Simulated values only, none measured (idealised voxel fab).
process module | voxel ribs on slabs
Section cut is 240 nm wide and gridded with 5 nm square cells.
We lay out every cross-section as a grid of square cells and spell it out in bands from the top down, where one band means one or more rows of cells.
This entry defines a band. It first specifies the height of the band's top and the height of its bottom in nm, and then specifies the band's materials from left to right, stating each material with its width in nm. The word "everywhere" identifies a single material that fills the band from edge to edge, while the word "air" identifies empty space.
Where do heights start? At 0: under that level the wafer as delivered is made of one material only. And the lowest band has no floor; it just carries on downward, as in "0 and below".
A width given as "30..40" starts at the first number in the band's top row and ends at the second number in its bottom row, shifting by an equal amount at every step from row to row.
"no alterations made", as given for a step, is the statement that not any cell of the cross-section underwent a change during that step.
"Unvented internal voids" lists enclosed empty spaces (at least 8 cells, no open path upward to the top), each as width x height at distance from the left edge, in nm.
Post-settings text on a step line: simulator's own remark regarding the step.
The optional step-line setting "overlay nm" applies to steps with a mask and quantifies how far to the right of its planned location the mask lay, a negative value indicating leftward placement.
# Process steps - plan
1,RECEIVE (material Si)
2,DIRECTIONAL_DEP (material SiO2; thk nm 30)
3,DIRECTIONAL_DEP (material SiN; thk nm 25)
4,DIRECTIONAL_DEP (material aC; thk nm 10)
5,PATTERN (tone cover; mask id RIB; material resist; width nm 15; thk nm 25; overlay nm 0)
6,DIRECTIONAL_ETCH (etch materials aC; depth nm 10)
7,STRIP (etch materials resist)
8,DIRECTIONAL_ETCH (etch materials SiN; depth nm 15)
9,STRIP (etch materials aC)
10,DIRECTIONAL_DEP (material aC; thk nm 15)
11,PATTERN (tone cover; mask id SLAB; material resist; width nm 35; thk nm 35; overlay nm 0)
12,DIRECTIONAL_ETCH (etch materials aC; depth nm 15)
13,STRIP (etch materials resist)
14,DIRECTIONAL_ETCH (etch materials SiN; depth nm 10)
15,STRIP (etch materials aC)
16,FILL_DEP (material SiO2; thk nm 20)
17,CMP (height nm 65)
18,DIRECTIONAL_DEP (material W; thk nm 10)
19,DIRECTIONAL_DEP (material aC; thk nm 15)
20,PATTERN (tone cover; mask id HEATER; material resist; width nm 25; thk nm 30; overlay nm 0)
21,DIRECTIONAL_ETCH (etch materials aC; depth nm 15)
22,STRIP (etch materials resist)
23,DIRECTIONAL_ETCH (etch materials W; depth nm 10)
24,STRIP (etch materials aC)
25,CONFORMAL_DEP (material SiN; thk nm 5)
The wafers are alike at the start. At step 11, their width nm differs. The plan lists the first wafer's value.
# Received condition of the first of several wafers, sectioned: post-step 1
* 0 and below | Si everywhere
* Unvented internal voids: none
# Cross-sectional representation of the first of several wafers at the end of the module, i.e. after its terminal step, step 25
* 80 down to 75 | 100 of air; 35 of SiN; 105 of air
* 75 down to 70 | 100 of air; 5 of SiN; 25 of W; 5 of SiN; 105 of air
* 70 down to 65 | 105 of SiN; 25 of W; 110 of SiN
* 65 down to 55 | SiO2 everywhere
* 55 down to 40 | 110 of SiO2; 15 of SiN; 115 of SiO2
* 40 down to 30 | 100 of SiO2; 35 of SiN; 105 of SiO2
* 30 down to 0 | SiO2 everywhere
* 0 and below | Si everywhere
* Unvented internal voids: none
# The final wafer, sectioned at module end
* 80 down to 75 | 100 of air; 35 of SiN; 105 of air
* 75 down to 70 | 100 of air; 5 of SiN; 25 of W; 5 of SiN; 105 of air
* 70 down to 65 | 105 of SiN; 25 of W; 110 of SiN
* 65 down to 55 | SiO2 everywhere
* 55 down to 40 | 110 of SiO2; 15 of SiN; 115 of SiO2
* 40 down to 30 | 90 of SiO2; 60 of SiN; 90 of SiO2
* 30 down to 0 | SiO2 everywhere
* 0 and below | Si everywhere
* Unvented internal voids: none
# Basically each wafer gets a line in the table, showing it at the end of the module: material by material, the cells it gained (+) or lost (-) since we got it, then its closed voids
width nm 35; +75 SiN; +601 SiO2; +10 W; Unvented internal voids: none
width nm 40; +77 SiN; +599 SiO2; +10 W; Unvented internal voids: none
width nm 45; +79 SiN; +597 SiO2; +10 W; Unvented internal voids: none
width nm 50; +81 SiN; +595 SiO2; +10 W; Unvented internal voids: none
width nm 55; +83 SiN; +593 SiO2; +10 W; Unvented internal voids: none
width nm 60; +85 SiN; +591 SiO2; +10 W; Unvented internal voids: none
